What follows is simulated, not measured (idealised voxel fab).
process module | voxel gate over fins
cross-section cut | 300 nm wide | cells 5 nm
A cross-section is a grid of square cells, given in bands from the top down. A band is one or more rows of cells.
Each band's line starts with the height of the band's top and of its bottom, in nm. Then come its materials from left to right, each with its width in nm. One material with "throughout" fills the band from edge to edge. "air" is empty space.
Height 0 is the level under which the wafer as received is all one material. The lowest band goes on downwards, as in "0 down".
A width such as "30 to 40" changes by the same amount from each row of cells to the next, from the band's top row to its bottom row.
"no change" after a step means that no cell of the cross-section changed.
closed voids: empty space of 8 cells or more with no open way to the top, each as width x height at its distance from the left edge, in nm
after a step's settings: what the simulator itself notes on the step
overlay nm, on a step with a mask: how far to the right of its planned place the mask lay; to the left if negative
plan
1 op RECEIVE | material Si
2 op CONFORMAL_DEP | material SiN | thk nm 10
3 op PATTERN | tone cover | mask id FINS | material resist | width nm 15 | pitch nm 40 | thk nm 15 | overlay nm 0
4 op DIRECTIONAL_ETCH | etch materials SiN | depth nm 10
5 op DIRECTIONAL_ETCH | etch materials Si | depth nm 35
6 op STRIP | etch materials resist
7 op FILL_DEP | material SiO2 | thk nm 15
8 op CMP | height nm 10
9 op SELECTIVE_ETCH | etch materials SiO2 | depth nm 25
10 op STRIP | etch materials SiN
11 op CONFORMAL_DEP | material HfO2 | thk nm 5
12 op CONFORMAL_DEP | material TiN | thk nm 5
13 op FILL_DEP | material W | thk nm 15
14 op CMP | height nm 20
15 op CONFORMAL_DEP | material SiN | thk nm 5
as received, after step 1
  0 down: Si throughout
  closed voids: none
first wafer at the end, as planned
  25 to 20: SiN throughout
  20 to 10: W throughout
  10 to 5: W 110 | TiN 35 | W 5 | TiN 35 | W 115
  5 to 0: W 110 | TiN 5 | HfO2 25 | TiN 5 | W 5 | TiN 5 | HfO2 25 | TiN 5 | W 115
  0 to -5: W 110 | TiN 5 | HfO2 5 | Si 15 | HfO2 5 | TiN 5 | W 5 | TiN 5 | HfO2 5 | Si 15 | HfO2 5 | TiN 5 | W 115
  -5 to -10: TiN 115 | HfO2 5 | Si 15 | HfO2 5 | TiN 15 | HfO2 5 | Si 15 | HfO2 5 | TiN 120
  -10 to -15: HfO2 120 | Si 15 | HfO2 25 | Si 15 | HfO2 125
  -15 to -35: SiO2 120 | Si 15 | SiO2 25 | Si 15 | SiO2 125
  -35 down: Si throughout
  closed voids: none
second wafer at the end: like start, like plan, one mistake
  25 to 20: SiN throughout
  20 to 10: W throughout
  10 to 5: W 105 | TiN 35 | W 5 | TiN 35 | W 120
  5 to 0: W 105 | TiN 5 | HfO2 25 | TiN 5 | W 5 | TiN 5 | HfO2 25 | TiN 5 | W 120
  0 to -5: W 105 | TiN 5 | HfO2 5 | Si 15 | HfO2 5 | TiN 5 | W 5 | TiN 5 | HfO2 5 | Si 15 | HfO2 5 | TiN 5 | W 120
  -5 to -10: TiN 110 | HfO2 5 | Si 15 | HfO2 5 | TiN 15 | HfO2 5 | Si 15 | HfO2 5 | TiN 125
  -10 to -15: HfO2 115 | Si 15 | HfO2 25 | Si 15 | HfO2 130
  -15 to -35: SiO2 115 | Si 15 | SiO2 25 | Si 15 | SiO2 130
  -35 down: Si throughout
  closed voids: none
what went wrong: step 3 ran as: op PATTERN | tone cover | mask id FINS | material resist | width nm 15 | pitch nm 40 | thk nm 15 | overlay nm -5
at the end the second wafer has, in cells: as many of each material as the first, in other places
